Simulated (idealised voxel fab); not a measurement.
process module | voxel ribs on slabs
cross-section cut | 190 nm wide | cells 5 nm
A cross-section is a grid of square cells, given in bands from the top down. A band is one or more rows of cells.
Each band's line starts with the height of the band's top and of its bottom, in nm. Then come its materials from left to right, each with its width in nm. One material with "throughout" fills the band from edge to edge. "air" is empty space.
Height 0 is the level under which the wafer as received is all one material. The lowest band goes on downwards, as in "0 down".
A width such as "30 to 40" changes by the same amount from each row of cells to the next, from the band's top row to its bottom row.
"no change" after a step means that no cell of the cross-section changed.
closed voids: empty space of 8 cells or more with no open way to the top, each as width x height at its distance from the left edge, in nm
after a step's settings: what the simulator itself notes on the step
overlay nm, on a step with a mask: how far to the right of its planned place the mask lay; to the left if negative
plan
1 op RECEIVE | material Si
2 op DIRECTIONAL_DEP | material SiO2 | thk nm 20
3 op DIRECTIONAL_DEP | material SiN | thk nm 20
4 op DIRECTIONAL_DEP | material aC | thk nm 10
5 op PATTERN | tone cover | mask id RIB | material resist | width nm 15 | thk nm 25 | overlay nm 0
6 op DIRECTIONAL_ETCH | etch materials aC | depth nm 10
7 op STRIP | etch materials resist
8 op DIRECTIONAL_ETCH | etch materials SiN | depth nm 15
9 op STRIP | etch materials aC
10 op PATTERN | tone cover | mask id SLAB | material resist | width nm 65 | thk nm 20 | overlay nm 0
11 op DIRECTIONAL_ETCH | etch materials SiN | depth nm 5
12 op STRIP | etch materials resist
13 op FILL_DEP | material SiO2 | thk nm 20
14 op CMP | height nm 50
15 op DIRECTIONAL_DEP | material W | thk nm 10
16 op PATTERN | tone cover | mask id HEATER | material resist | width nm 25 | thk nm 15 | overlay nm 0
17 op DIRECTIONAL_ETCH | etch materials W | depth nm 5
18 op STRIP | etch materials resist
19 op CONFORMAL_DEP | material SiN | thk nm 5
varied across the wafers: depth nm of step 17. The plan shows the first wafer's value. All wafers start alike
first wafer as received, after step 1
  0 down: Si throughout
  closed voids: none
first wafer at the end, after step 19
  65 to 60: air 75 | SiN 35 | air 80
  60 to 55: SiN 80 | W 25 | SiN 85
  55 to 50: W throughout
  50 to 40: SiO2 throughout
  40 to 25: SiO2 85 | SiN 15 | SiO2 90
  25 to 20: SiO2 60 | SiN 65 | SiO2 65
  20 to 0: SiO2 throughout
  0 down: Si throughout
  closed voids: none
last wafer at the end
  65 to 60: air 75 | SiN 35 | air 80
  60 to 55: air 75 | SiN 5 | W 25 | SiN 5 | air 80
  55 to 50: SiN 80 | W 25 | SiN 85
  50 to 40: SiO2 throughout
  40 to 25: SiO2 85 | SiN 15 | SiO2 90
  25 to 20: SiO2 60 | SiN 65 | SiO2 65
  20 to 0: SiO2 throughout
  0 down: Si throughout
  closed voids: none
each wafer at the end: cells of each material gained (+) or lost (-) since it was received, then its closed voids
depth nm 5 | +62 SiN | +358 SiO2 | +43 W | closed voids: none
depth nm 10 | +64 SiN | +358 SiO2 | +10 W | closed voids: none
depth nm 15 | +64 SiN | +358 SiO2 | +10 W | closed voids: none
depth nm 20 | +64 SiN | +358 SiO2 | +10 W | closed voids: none
depth nm 25 | +64 SiN | +358 SiO2 | +10 W | closed voids: none
